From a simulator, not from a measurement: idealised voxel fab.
The following is a process module called voxel capacitor over wiring.
The figure presents cross-section cut, which has a width of 170 nm and is divided into square cells with an edge length of 5 nm.
Just so we're on the same page, the cross-sections are grids of square cells, and they're listed out in bands top to bottom, each band one or more rows deep. Band: top and bottom heights (nm) first, top before bottom; then materials from left to right, widths in nm. "all across" marks a sole material filling the band edge to edge. "air" denotes empty space. The reference from which all heights are counted is 0, the level beneath which the as-received wafer is entirely one material; the lowest band, having no lower bound, proceeds downward and is written after the example "0 nm and below". The two numbers in a width such as "30..40" mark its ends across the band: the first belongs to the top row of cells, the second to the bottom row, and from each row to the next the width moves by the same amount. "nothing different" (step): cross-section cells unchanged, all of them. "Unvented internal voids" lists enclosed empty spaces (at least 8 cells, no open path upward to the top), each as width x height at distance from the left edge, in nm. Post-settings text on a step line: simulator's own remark regarding the step. overlay nm: for a step with a mask, the amount by which the mask lay right of where it was planned; a negative amount means left of it.

plan
1: RECEIVE | material Si
2: CONFORMAL_DEP | material SiO2 | thk nm 10
3: CONFORMAL_DEP | material SiCN | thk nm 5
4: DIRECTIONAL_DEP | material SiO2 | thk nm 25
5: DIRECTIONAL_DEP | material aC | thk nm 15
6: PATTERN | tone open | mask id METAL_1 | material resist | width nm 30 | pitch nm 85 | thk nm 35 | overlay nm 0
7: DIRECTIONAL_ETCH | etch materials aC | depth nm 15
8: STRIP | etch materials resist
9: DIRECTIONAL_ETCH | etch materials SiO2 | depth nm 25
10: DIRECTIONAL_ETCH | etch materials SiCN | depth nm 5
11: STRIP | etch materials aC
12: CONFORMAL_DEP | material TiN | thk nm 5
13: FILL_DEP | material Ru | thk nm 10
14: CMP | height nm 40
15: CONFORMAL_DEP | material SiCN | thk nm 5
16: DIRECTIONAL_DEP | material lowk | thk nm 15
17: PATTERN | tone open | mask id PLUG_1 | material resist | width nm 15 | thk nm 20 | overlay nm 0
18: DIRECTIONAL_ETCH | etch materials lowk | depth nm 15
19: DIRECTIONAL_ETCH | etch materials SiCN | depth nm 5
20: STRIP | etch materials resist
21: CONFORMAL_DEP | material TiN | thk nm 5
22: FILL_DEP | material Cu | thk nm 5
23: CMP | height nm 60
24: DIRECTIONAL_DEP | material TiN | thk nm 5
25: DIRECTIONAL_DEP | material Al2O3 | thk nm 5
26: DIRECTIONAL_DEP | material TiN | thk nm 10
27: PATTERN | tone cover | mask id UPPER_PLATE | material resist | width nm 60 | thk nm 20 | overlay nm 0
28: DIRECTIONAL_ETCH | etch materials TiN | depth nm 10
29: DIRECTIONAL_ETCH | etch materials Al2O3 | depth nm 5
30: STRIP | etch materials resist
31: DIRECTIONAL_DEP | material aC | thk nm 10
32: PATTERN | tone cover | mask id LOWER_PLATE | material resist | width nm 70 | thk nm 25 | overlay nm 0
33: DIRECTIONAL_ETCH | etch materials aC | depth nm 10
34: STRIP | etch materials resist
35: DIRECTIONAL_ETCH | etch materials TiN | depth nm 5
36: STRIP | etch materials aC
37: FILL_DEP | material SiO2 | thk nm 20
38: CMP | height nm 95
39: DIRECTIONAL_DEP | material aC | thk nm 15
40: PATTERN | tone open | mask id PLUG_2 | material resist | width nm 15 | thk nm 35 | overlay nm 0
41: DIRECTIONAL_ETCH | etch materials aC | depth nm 15
42: STRIP | etch materials resist
43: DIRECTIONAL_ETCH | etch materials SiO2 | depth nm 15
44: STRIP | etch materials aC
45: CONFORMAL_DEP | material TiN | thk nm 5
46: FILL_DEP | material Cu | thk nm 5
47: CMP | height nm 95
48: CONFORMAL_DEP | material SiN | thk nm 5

Below: the first of two wafers, run as planned

Cross-sectional view of the wafer in its as-received condition, corresponding to the state after step 1
* 0 nm and below  Si all across
* Unvented internal voids: none

Wafer xsec, post step 2
* 10 nm to 0 nm  SiO2 all across
* For the remainder of the cross-section, below 0, there is no change.

Wafer xsec, post step 3
* 15 nm to 10 nm  SiCN all across
* For the remainder of the cross-section, below 10, there is no change.

Wafer xsec, post step 4
* 40 nm to 15 nm  SiO2 all across
* For the remainder of the cross-section, below 15, there is no change.

Wafer xsec, post step 5
* 55 nm to 40 nm  aC all across
* For the remainder of the cross-section, below 40, there is no change.

Wafer xsec, post step 6
* 90 nm to 55 nm  resist=25  air=30  resist=55  air=30  resist=30
* For the remainder of the cross-section, below 55, there is no change.

Wafer xsec, post step 7
* 75 nm to 55 nm  resist=25  air=30  resist=55  air=30  resist=30
* 55 nm to 40 nm  aC=25  air=30  aC=55  air=30  aC=30
* For the remainder of the cross-section, below 40, there is no change.

Wafer xsec, post step 8
* 55 nm to 40 nm  aC=25  air=30  aC=55  air=30  aC=30
* For the remainder of the cross-section, below 40, there is no change.

Wafer xsec, post step 9
* 55 nm to 40 nm  aC=25  air=30  aC=55  air=30  aC=30
* 40 nm to 15 nm  SiO2=25  air=30  SiO2=55  air=30  SiO2=30
* For the remainder of the cross-section, below 15, there is no change.

Wafer xsec, post step 10
* 55 nm to 40 nm  aC=25  air=30  aC=55  air=30  aC=30
* 40 nm to 15 nm  SiO2=25  air=30  SiO2=55  air=30  SiO2=30
* 15 nm to 10 nm  SiCN=25  air=30  SiCN=55  air=30  SiCN=30
* For the remainder of the cross-section, below 10, there is no change.

Wafer xsec, post step 11
* 40 nm to 15 nm  SiO2=25  air=30  SiO2=55  air=30  SiO2=30
* For the remainder of the cross-section, below 15, there is no change.

Wafer xsec, post step 12
* 45 nm to 40 nm  TiN=30  air=20  TiN=65  air=20  TiN=35
* 40 nm to 15 nm  SiO2=25  TiN=5  air=20  TiN=5  SiO2=55  TiN=5  air=20  TiN=5  SiO2=30
* 15 nm to 10 nm  SiCN=25  TiN=30  SiCN=55  TiN=30  SiCN=30
* For the remainder of the cross-section, below 10, there is no change.

Wafer xsec, post step 13
* 55 nm to 45 nm  Ru all across
* 45 nm to 40 nm  TiN=30  Ru=20  TiN=65  Ru=20  TiN=35
* 40 nm to 15 nm  SiO2=25  TiN=5  Ru=20  TiN=5  SiO2=55  TiN=5  Ru=20  TiN=5  SiO2=30
* For the remainder of the cross-section, below 15, there is no change.

Wafer xsec, post step 14
* 40 nm to 15 nm  SiO2=25  TiN=5  Ru=20  TiN=5  SiO2=55  TiN=5  Ru=20  TiN=5  SiO2=30
* For the remainder of the cross-section, below 15, there is no change.

Wafer xsec, post step 15
* 45 nm to 40 nm  SiCN all across
* For the remainder of the cross-section, below 40, there is no change.

Wafer xsec, post step 16
* 60 nm to 45 nm  lowk all across
* For the remainder of the cross-section, below 45, there is no change.

Wafer xsec, post step 17
* 80 nm to 60 nm  resist=40  air=15  resist=115
* For the remainder of the cross-section, below 60, there is no change.

Wafer xsec, post step 18
* 80 nm to 60 nm  resist=40  air=15  resist=115
* 60 nm to 45 nm  lowk=40  air=15  lowk=115
* For the remainder of the cross-section, below 45, there is no change.

Wafer xsec, post step 19
* 80 nm to 60 nm  resist=40  air=15  resist=115
* 60 nm to 45 nm  lowk=40  air=15  lowk=115
* 45 nm to 40 nm  SiCN=40  air=15  SiCN=115
* For the remainder of the cross-section, below 40, there is no change.

Wafer xsec, post step 20
* 60 nm to 45 nm  lowk=40  air=15  lowk=115
* For the remainder of the cross-section, below 45, there is no change.

Wafer xsec, post step 21
* 65 nm to 60 nm  TiN=45  air=5  TiN=120
* 60 nm to 45 nm  lowk=40  TiN=5  air=5  TiN=5  lowk=115
* 45 nm to 40 nm  SiCN=40  TiN=15  SiCN=115
* For the remainder of the cross-section, below 40, there is no change.

Wafer xsec, post step 22
* 70 nm to 65 nm  Cu all across
* 65 nm to 60 nm  TiN=45  Cu=5  TiN=120
* 60 nm to 45 nm  lowk=40  TiN=5  Cu=5  TiN=5  lowk=115
* For the remainder of the cross-section, below 45, there is no change.

Wafer xsec, post step 23
* 60 nm to 45 nm  lowk=40  TiN=5  Cu=5  TiN=5  lowk=115
* For the remainder of the cross-section, below 45, there is no change.

Wafer xsec, post step 24
* 65 nm to 60 nm  TiN all across
* For the remainder of the cross-section, below 60, there is no change.

Wafer xsec, post step 25
* 70 nm to 65 nm  Al2O3 all across
* For the remainder of the cross-section, below 65, there is no change.

Wafer xsec, post step 26
* 80 nm to 70 nm  TiN all across
* For the remainder of the cross-section, below 70, there is no change.

Wafer xsec, post step 27
* 100 nm to 80 nm  air=40  resist=60  air=70
* For the remainder of the cross-section, below 80, there is no change.

Wafer xsec, post step 28
* 100 nm to 80 nm  air=40  resist=60  air=70
* 80 nm to 70 nm  air=40  TiN=60  air=70
* For the remainder of the cross-section, below 70, there is no change.

Wafer xsec, post step 29
* 100 nm to 80 nm  air=40  resist=60  air=70
* 80 nm to 70 nm  air=40  TiN=60  air=70
* 70 nm to 65 nm  air=40  Al2O3=60  air=70
* For the remainder of the cross-section, below 65, there is no change.

Wafer xsec, post step 30
* 80 nm to 70 nm  air=40  TiN=60  air=70
* For the remainder of the cross-section, below 70, there is no change.

Wafer xsec, post step 31
* 90 nm to 80 nm  air=40  aC=60  air=70
* 80 nm to 75 nm  air=40  TiN=60  air=70
* 75 nm to 70 nm  aC=40  TiN=60  aC=70
* 70 nm to 65 nm  aC=40  Al2O3=60  aC=70
* For the remainder of the cross-section, below 65, there is no change.

Wafer xsec, post step 32
* 115 nm to 90 nm  air=35  resist=70  air=65
* 90 nm to 80 nm  air=35  resist=5  aC=60  resist=5  air=65
* 80 nm to 75 nm  air=35  resist=5  TiN=60  resist=5  air=65
* For the remainder of the cross-section, below 75, there is no change.

Wafer xsec, post step 33
* 105 nm to 90 nm  air=35  resist=70  air=65
* 90 nm to 80 nm  air=35  resist=5  aC=60  resist=5  air=65
* 80 nm to 75 nm  air=35  resist=5  TiN=60  resist=5  air=65
* 75 nm to 70 nm  air=35  aC=5  TiN=60  aC=5  air=65
* 70 nm to 65 nm  air=35  aC=5  Al2O3=60  aC=5  air=65
* For the remainder of the cross-section, below 65, there is no change.

Wafer xsec, post step 34
* 90 nm to 80 nm  air=40  aC=60  air=70
* 80 nm to 75 nm  air=40  TiN=60  air=70
* For the remainder of the cross-section, below 75, there is no change.

Wafer xsec, post step 35
* 90 nm to 80 nm  air=40  aC=60  air=70
* 80 nm to 75 nm  air=40  TiN=60  air=70
* 75 nm to 70 nm  air=35  aC=5  TiN=60  aC=5  air=65
* 70 nm to 65 nm  air=35  aC=5  Al2O3=60  aC=5  air=65
* 65 nm to 60 nm  air=35  TiN=70  air=65
* For the remainder of the cross-section, below 60, there is no change.

Wafer xsec, post step 36
* 80 nm to 70 nm  air=40  TiN=60  air=70
* 70 nm to 65 nm  air=40  Al2O3=60  air=70
* For the remainder of the cross-section, below 65, there is no change.

Wafer xsec, post step 37
* 100 nm to 80 nm  SiO2 all across
* 80 nm to 70 nm  SiO2=40  TiN=60  SiO2=70
* 70 nm to 65 nm  SiO2=40  Al2O3=60  SiO2=70
* 65 nm to 60 nm  SiO2=35  TiN=70  SiO2=65
* For the remainder of the cross-section, below 60, there is no change.

Wafer xsec, post step 38
* 95 nm to 80 nm  SiO2 all across
* For the remainder of the cross-section, below 80, there is no change.

Wafer xsec, post step 39
* 110 nm to 95 nm  aC all across
* For the remainder of the cross-section, below 95, there is no change.

Wafer xsec, post step 40
* 145 nm to 110 nm  resist=50  air=15  resist=105
* For the remainder of the cross-section, below 110, there is no change.

Wafer xsec, post step 41
* 130 nm to 110 nm  resist=50  air=15  resist=105
* 110 nm to 95 nm  aC=50  air=15  aC=105
* For the remainder of the cross-section, below 95, there is no change.

Wafer xsec, post step 42
* 110 nm to 95 nm  aC=50  air=15  aC=105
* For the remainder of the cross-section, below 95, there is no change.

Wafer xsec, post step 43
* 110 nm to 95 nm  aC=50  air=15  aC=105
* 95 nm to 80 nm  SiO2=50  air=15  SiO2=105
* For the remainder of the cross-section, below 80, there is no change.

Wafer xsec, post step 44
* 95 nm to 80 nm  SiO2=50  air=15  SiO2=105
* For the remainder of the cross-section, below 80, there is no change.

Wafer xsec, post step 45
* 100 nm to 95 nm  TiN=55  air=5  TiN=110
* 95 nm to 85 nm  SiO2=50  TiN=5  air=5  TiN=5  SiO2=105
* 85 nm to 80 nm  SiO2=50  TiN=15  SiO2=105
* For the remainder of the cross-section, below 80, there is no change.

Wafer xsec, post step 46
* 105 nm to 100 nm  Cu all across
* 100 nm to 95 nm  TiN=55  Cu=5  TiN=110
* 95 nm to 85 nm  SiO2=50  TiN=5  Cu=5  TiN=5  SiO2=105
* For the remainder of the cross-section, below 85, there is no change.

Wafer xsec, post step 47
* 95 nm to 85 nm  SiO2=50  TiN=5  Cu=5  TiN=5  SiO2=105
* For the remainder of the cross-section, below 85, there is no change.

Wafer xsec, post step 48
* 100 nm to 95 nm  SiN all across
* For the remainder of the cross-section, below 95, there is no change.

Okay, second wafer. Nothing different at the start, nothing different in the plan, just one mistake somewhere in the running. As far as step 45, counting that step, it's the first wafer all over again

Cross-sectional representation of the second wafer at the time designated in the plan for the completion of step 46
* 105 nm to 100 nm  lowk all across
* 100 nm to 95 nm  TiN=55  lowk=5  TiN=110
* 95 nm to 85 nm  SiO2=50  TiN=5  lowk=5  TiN=5  SiO2=105
* For the remainder of the cross-section, below 85, there is no change.

Cross-sectional representation of the second wafer at the time designated in the plan for the completion of step 47
* 95 nm to 85 nm  SiO2=50  TiN=5  lowk=5  TiN=5  SiO2=105
* For the remainder of the cross-section, below 85, there is no change.

Cross-sectional representation of the second wafer at the time designated in the plan for the completion of step 48
* 100 nm to 95 nm  SiN all across
* For the remainder of the cross-section, below 95, there is no change.
Processing error: step 46 was processed under conditions differing from the plan, specifically as FILL_DEP | material lowk | thk nm 5
Heads up, by the end the second wafer has more or fewer cells of some materials compared to the first: Cu: 2 fewer; lowk: 2 more
